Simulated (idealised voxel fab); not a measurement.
Process module name: voxel capacitor over wiring
Each square cell in cross-section cut measures 5 nm, and the section as a whole is 165 nm wide.
For the purposes of this document, a cross-section shall be understood as a grid of square cells, specified as bands listed in top-to-bottom order, each band consisting of one or more rows of cells. For a band, the entry starts with two heights in nm, that of the top and then that of the bottom, and carries on with the band's materials in order from left to right, each alongside its width in nm; the word "everywhere" beside a single material means it fills the band edge to edge, and "blank" means empty space. We count height from 0. Below that, the starting wafer is all one material. The lowest band never ends at the bottom but goes on down; see "0 and below" for how that is written. Top row gets the first number, bottom row gets the second, and each row in between changes by the same step: that is how a band width like "30->40" works. Any step labelled "everything unchanged" changed none of the cells in the cross-section. "Enclosed empty spaces" means: voids of 8 cells or more that are shut off from the top with no open way through. Written width x height at distance, distance from the left edge, in nm. Where a step's line continues beyond its settings, the continuation is a remark by the simulator itself on that step. The optional step-line setting "overlay nm" applies to steps with a mask and quantifies how far to the right of its planned location the mask lay, a negative value indicating leftward placement.
Process steps - plan
1) RECEIVE (material Si)
2) CONFORMAL_DEP (material SiO2; thk nm 15)
3) CONFORMAL_DEP (material SiCN; thk nm 5)
4) DIRECTIONAL_DEP (material SiO2; thk nm 25)
5) PATTERN (tone open; mask id METAL_1; material resist; width nm 30; pitch nm 95; thk nm 15; overlay nm 0)
6) DIRECTIONAL_ETCH (etch materials SiO2; depth nm 25)
7) DIRECTIONAL_ETCH (etch materials SiCN; depth nm 5)
8) STRIP (etch materials resist)
9) CONFORMAL_DEP (material TiN; thk nm 5)
10) FILL_DEP (material Ru; thk nm 5)
11) CMP (height nm 45)
12) EPI (material Ru; thk nm 5)
13) FILL_DEP (material SiCN; thk nm 5)
14) DIRECTIONAL_DEP (material SiO2; thk nm 20)
15) DIRECTIONAL_DEP (material aC; thk nm 10)
16) PATTERN (tone open; mask id PLUG_1; material resist; width nm 15; thk nm 25; overlay nm 0)
17) DIRECTIONAL_ETCH (etch materials aC; depth nm 10)
18) STRIP (etch materials resist)
19) DIRECTIONAL_ETCH (etch materials SiO2; depth nm 20)
20) DIRECTIONAL_ETCH (etch materials SiCN; depth nm 5)
21) STRIP (etch materials aC)
22) CONFORMAL_DEP (material TiN; thk nm 5)
23) FILL_DEP (material W; thk nm 5)
24) CMP (height nm 75)
25) DIRECTIONAL_DEP (material TiN; thk nm 5)
26) DIRECTIONAL_DEP (material SiN; thk nm 5)
27) DIRECTIONAL_DEP (material TiN; thk nm 10)
28) MASKED_ETCH (tone cover; mask id UPPER_PLATE; width nm 70; etch materials TiN; depth nm 10; overlay nm 0)
29) MASKED_ETCH (tone cover; mask id UPPER_PLATE; width nm 70; etch materials SiN; depth nm 5; overlay nm 0)
30) PATTERN (tone cover; mask id LOWER_PLATE; material resist; width nm 80; thk nm 15; overlay nm 0)
31) DIRECTIONAL_ETCH (etch materials TiN; depth nm 5)
32) STRIP (etch materials resist)
33) FILL_DEP (material SiO2; thk nm 15)
34) CMP (height nm 105)
35) PATTERN (tone open; mask id PLUG_2; material resist; width nm 15; thk nm 20; overlay nm 0)
36) DIRECTIONAL_ETCH (etch materials SiO2; depth nm 10)
37) STRIP (etch materials resist)
38) CONFORMAL_DEP (material TiN; thk nm 5)
39) FILL_DEP (material Cu; thk nm 5)
40) CMP (height nm 105)
41) CONFORMAL_DEP (material SiCN; thk nm 5)
Run as planned: first of two wafers
Shown in cross-section is the wafer as received, that is, as it stands after step 1
* 0 and below: Si everywhere
* Enclosed empty spaces: none
The following cross-section depicts the wafer upon completion of step 2
* 15 down to 0: SiO2 everywhere
* All layers under 0 are left as they were.
The following cross-section depicts the wafer upon completion of step 3
* 20 down to 15: SiCN everywhere
* All layers under 15 are left as they were.
The following cross-section depicts the wafer upon completion of step 4
* 45 down to 20: SiO2 everywhere
* All layers under 20 are left as they were.
The following cross-section depicts the wafer upon completion of step 5
* 60 down to 45: 20 nm resist, 30 nm blank, 65 nm resist, 30 nm blank, 20 nm resist
* All layers under 45 are left as they were.
The following cross-section depicts the wafer upon completion of step 6
* 60 down to 45: 20 nm resist, 30 nm blank, 65 nm resist, 30 nm blank, 20 nm resist
* 45 down to 20: 20 nm SiO2, 30 nm blank, 65 nm SiO2, 30 nm blank, 20 nm SiO2
* All layers under 20 are left as they were.
The following cross-section depicts the wafer upon completion of step 7
* 60 down to 45: 20 nm resist, 30 nm blank, 65 nm resist, 30 nm blank, 20 nm resist
* 45 down to 20: 20 nm SiO2, 30 nm blank, 65 nm SiO2, 30 nm blank, 20 nm SiO2
* 20 down to 15: 20 nm SiCN, 30 nm blank, 65 nm SiCN, 30 nm blank, 20 nm SiCN
* All layers under 15 are left as they were.
The following cross-section depicts the wafer upon completion of step 8
* 45 down to 20: 20 nm SiO2, 30 nm blank, 65 nm SiO2, 30 nm blank, 20 nm SiO2
* All layers under 20 are left as they were.
The following cross-section depicts the wafer upon completion of step 9
* 50 down to 45: 25 nm TiN, 20 nm blank, 75 nm TiN, 20 nm blank, 25 nm TiN
* 45 down to 20: 20 nm SiO2, 5 nm TiN, 20 nm blank, 5 nm TiN, 65 nm SiO2, 5 nm TiN, 20 nm blank, 5 nm TiN, 20 nm SiO2
* 20 down to 15: 20 nm SiCN, 30 nm TiN, 65 nm SiCN, 30 nm TiN, 20 nm SiCN
* All layers under 15 are left as they were.
The following cross-section depicts the wafer upon completion of step 10
* 55 down to 50: Ru everywhere
* 50 down to 45: 25 nm TiN, 20 nm Ru, 75 nm TiN, 20 nm Ru, 25 nm TiN
* 45 down to 20: 20 nm SiO2, 5 nm TiN, 20 nm Ru, 5 nm TiN, 65 nm SiO2, 5 nm TiN, 20 nm Ru, 5 nm TiN, 20 nm SiO2
* All layers under 20 are left as they were.
The following cross-section depicts the wafer upon completion of step 11
* 45 down to 20: 20 nm SiO2, 5 nm TiN, 20 nm Ru, 5 nm TiN, 65 nm SiO2, 5 nm TiN, 20 nm Ru, 5 nm TiN, 20 nm SiO2
* All layers under 20 are left as they were.
The following cross-section depicts the wafer upon completion of step 12
* 50 down to 45: 15 nm blank, 40 nm Ru, 55 nm blank, 40 nm Ru, 15 nm blank
* All layers under 45 are left as they were.
The following cross-section depicts the wafer upon completion of step 13
* 55 down to 50: SiCN everywhere
* 50 down to 45: 15 nm SiCN, 40 nm Ru, 55 nm SiCN, 40 nm Ru, 15 nm SiCN
* All layers under 45 are left as they were.
The following cross-section depicts the wafer upon completion of step 14
* 75 down to 55: SiO2 everywhere
* All layers under 55 are left as they were.
The following cross-section depicts the wafer upon completion of step 15
* 85 down to 75: aC everywhere
* All layers under 75 are left as they were.
The following cross-section depicts the wafer upon completion of step 16
* 110 down to 85: 35 nm resist, 15 nm blank, 115 nm resist
* All layers under 85 are left as they were.
The following cross-section depicts the wafer upon completion of step 17
* 100 down to 85: 35 nm resist, 15 nm blank, 115 nm resist
* 85 down to 75: 35 nm aC, 15 nm blank, 115 nm aC
* All layers under 75 are left as they were.
The following cross-section depicts the wafer upon completion of step 18
* 85 down to 75: 35 nm aC, 15 nm blank, 115 nm aC
* All layers under 75 are left as they were.
The following cross-section depicts the wafer upon completion of step 19
* 85 down to 75: 35 nm aC, 15 nm blank, 115 nm aC
* 75 down to 55: 35 nm SiO2, 15 nm blank, 115 nm SiO2
* All layers under 55 are left as they were.
The following cross-section depicts the wafer upon completion of step 20
* 85 down to 75: 35 nm aC, 15 nm blank, 115 nm aC
* 75 down to 55: 35 nm SiO2, 15 nm blank, 115 nm SiO2
* 55 down to 50: 35 nm SiCN, 15 nm blank, 115 nm SiCN
* All layers under 50 are left as they were.
The following cross-section depicts the wafer upon completion of step 21
* 75 down to 55: 35 nm SiO2, 15 nm blank, 115 nm SiO2
* All layers under 55 are left as they were.
The following cross-section depicts the wafer upon completion of step 22
* 80 down to 75: 40 nm TiN, 5 nm blank, 120 nm TiN
* 75 down to 55: 35 nm SiO2, 5 nm TiN, 5 nm blank, 5 nm TiN, 115 nm SiO2
* 55 down to 50: 35 nm SiCN, 15 nm TiN, 115 nm SiCN
* All layers under 50 are left as they were.
The following cross-section depicts the wafer upon completion of step 23
* 85 down to 80: W everywhere
* 80 down to 75: 40 nm TiN, 5 nm W, 120 nm TiN
* 75 down to 55: 35 nm SiO2, 5 nm TiN, 5 nm W, 5 nm TiN, 115 nm SiO2
* All layers under 55 are left as they were.
The following cross-section depicts the wafer upon completion of step 24
* 75 down to 55: 35 nm SiO2, 5 nm TiN, 5 nm W, 5 nm TiN, 115 nm SiO2
* All layers under 55 are left as they were.
The following cross-section depicts the wafer upon completion of step 25
* 80 down to 75: TiN everywhere
* All layers under 75 are left as they were.
The following cross-section depicts the wafer upon completion of step 26
* 85 down to 80: SiN everywhere
* All layers under 80 are left as they were.
The following cross-section depicts the wafer upon completion of step 27
* 95 down to 85: TiN everywhere
* All layers under 85 are left as they were.
The following cross-section depicts the wafer upon completion of step 28
* 95 down to 85: 35 nm blank, 70 nm TiN, 60 nm blank
* All layers under 85 are left as they were.
The following cross-section depicts the wafer upon completion of step 29
* 95 down to 85: 35 nm blank, 70 nm TiN, 60 nm blank
* 85 down to 80: 35 nm blank, 70 nm SiN, 60 nm blank
* All layers under 80 are left as they were.
The following cross-section depicts the wafer upon completion of step 30
* 110 down to 95: 30 nm blank, 80 nm resist, 55 nm blank
* 95 down to 85: 30 nm blank, 5 nm resist, 70 nm TiN, 5 nm resist, 55 nm blank
* 85 down to 80: 30 nm blank, 5 nm resist, 70 nm SiN, 5 nm resist, 55 nm blank
* All layers under 80 are left as they were.
The following cross-section depicts the wafer upon completion of step 31
* 110 down to 95: 30 nm blank, 80 nm resist, 55 nm blank
* 95 down to 85: 30 nm blank, 5 nm resist, 70 nm TiN, 5 nm resist, 55 nm blank
* 85 down to 80: 30 nm blank, 5 nm resist, 70 nm SiN, 5 nm resist, 55 nm blank
* 80 down to 75: 30 nm blank, 80 nm TiN, 55 nm blank
* All layers under 75 are left as they were.
The following cross-section depicts the wafer upon completion of step 32
* 95 down to 85: 35 nm blank, 70 nm TiN, 60 nm blank
* 85 down to 80: 35 nm blank, 70 nm SiN, 60 nm blank
* All layers under 80 are left as they were.
The following cross-section depicts the wafer upon completion of step 33
* 110 down to 95: SiO2 everywhere
* 95 down to 85: 35 nm SiO2, 70 nm TiN, 60 nm SiO2
* 85 down to 80: 35 nm SiO2, 70 nm SiN, 60 nm SiO2
* 80 down to 75: 30 nm SiO2, 80 nm TiN, 55 nm SiO2
* All layers under 75 are left as they were.
The following cross-section depicts the wafer upon completion of step 34
* 105 down to 95: SiO2 everywhere
* All layers under 95 are left as they were.
The following cross-section depicts the wafer upon completion of step 35
* 125 down to 105: 45 nm resist, 15 nm blank, 105 nm resist
* All layers under 105 are left as they were.
The following cross-section depicts the wafer upon completion of step 36
* 125 down to 105: 45 nm resist, 15 nm blank, 105 nm resist
* 105 down to 95: 45 nm SiO2, 15 nm blank, 105 nm SiO2
* All layers under 95 are left as they were.
The following cross-section depicts the wafer upon completion of step 37
* 105 down to 95: 45 nm SiO2, 15 nm blank, 105 nm SiO2
* All layers under 95 are left as they were.
The following cross-section depicts the wafer upon completion of step 38
* 110 down to 105: 50 nm TiN, 5 nm blank, 110 nm TiN
* 105 down to 100: 45 nm SiO2, 5 nm TiN, 5 nm blank, 5 nm TiN, 105 nm SiO2
* 100 down to 95: 45 nm SiO2, 15 nm TiN, 105 nm SiO2
* All layers under 95 are left as they were.
The following cross-section depicts the wafer upon completion of step 39
* 115 down to 110: Cu everywhere
* 110 down to 105: 50 nm TiN, 5 nm Cu, 110 nm TiN
* 105 down to 100: 45 nm SiO2, 5 nm TiN, 5 nm Cu, 5 nm TiN, 105 nm SiO2
* All layers under 100 are left as they were.
The following cross-section depicts the wafer upon completion of step 40
* 105 down to 100: 45 nm SiO2, 5 nm TiN, 5 nm Cu, 5 nm TiN, 105 nm SiO2
* All layers under 100 are left as they were.
The following cross-section depicts the wafer upon completion of step 41
* 110 down to 105: SiCN everywhere
* All layers under 105 are left as they were.
Wafer two of the pair: same origin, same plan, one error during the run; identical to wafer one up to and including step 32
Second wafer profile in section, at the moment step 33 of the plan was meant to be complete
* 110 down to 95: aC everywhere
* 95 down to 85: 35 nm aC, 70 nm TiN, 60 nm aC
* 85 down to 80: 35 nm aC, 70 nm SiN, 60 nm aC
* 80 down to 75: 30 nm aC, 80 nm TiN, 55 nm aC
* All layers under 75 are left as they were.
Second wafer profile in section, at the moment step 34 of the plan was meant to be complete
* 105 down to 95: aC everywhere
* All layers under 95 are left as they were.
Second wafer profile in section, at the moment step 35 of the plan was meant to be complete
* 125 down to 105: 45 nm resist, 15 nm blank, 105 nm resist
* All layers under 105 are left as they were.
Second wafer profile in section, at the moment step 36 of the plan was meant to be complete: everything unchanged
Second wafer profile in section, at the moment step 37 of the plan was meant to be complete
* 105 down to 95: aC everywhere
* All layers under 95 are left as they were.
Second wafer profile in section, at the moment step 38 of the plan was meant to be complete
* 110 down to 105: TiN everywhere
* All layers under 105 are left as they were.
Second wafer profile in section, at the moment step 39 of the plan was meant to be complete
* 115 down to 110: Cu everywhere
* All layers under 110 are left as they were.
Second wafer profile in section, at the moment step 40 of the plan was meant to be complete
* 105 down to 95: aC everywhere
* All layers under 95 are left as they were.
Second wafer profile in section, at the moment step 41 of the plan was meant to be complete
* 110 down to 105: SiCN everywhere
* All layers under 105 are left as they were.
Heads up, the wafer didn't run the way we planned it: in deviation from the planned setting, step 33 was conducted as FILL_DEP (material aC; thk nm 15)
Count the cells at the end and the second wafer has more or fewer of some materials than the first: Cu: 1 fewer | SiO2: 134 fewer | TiN: 5 fewer | aC: 140 more
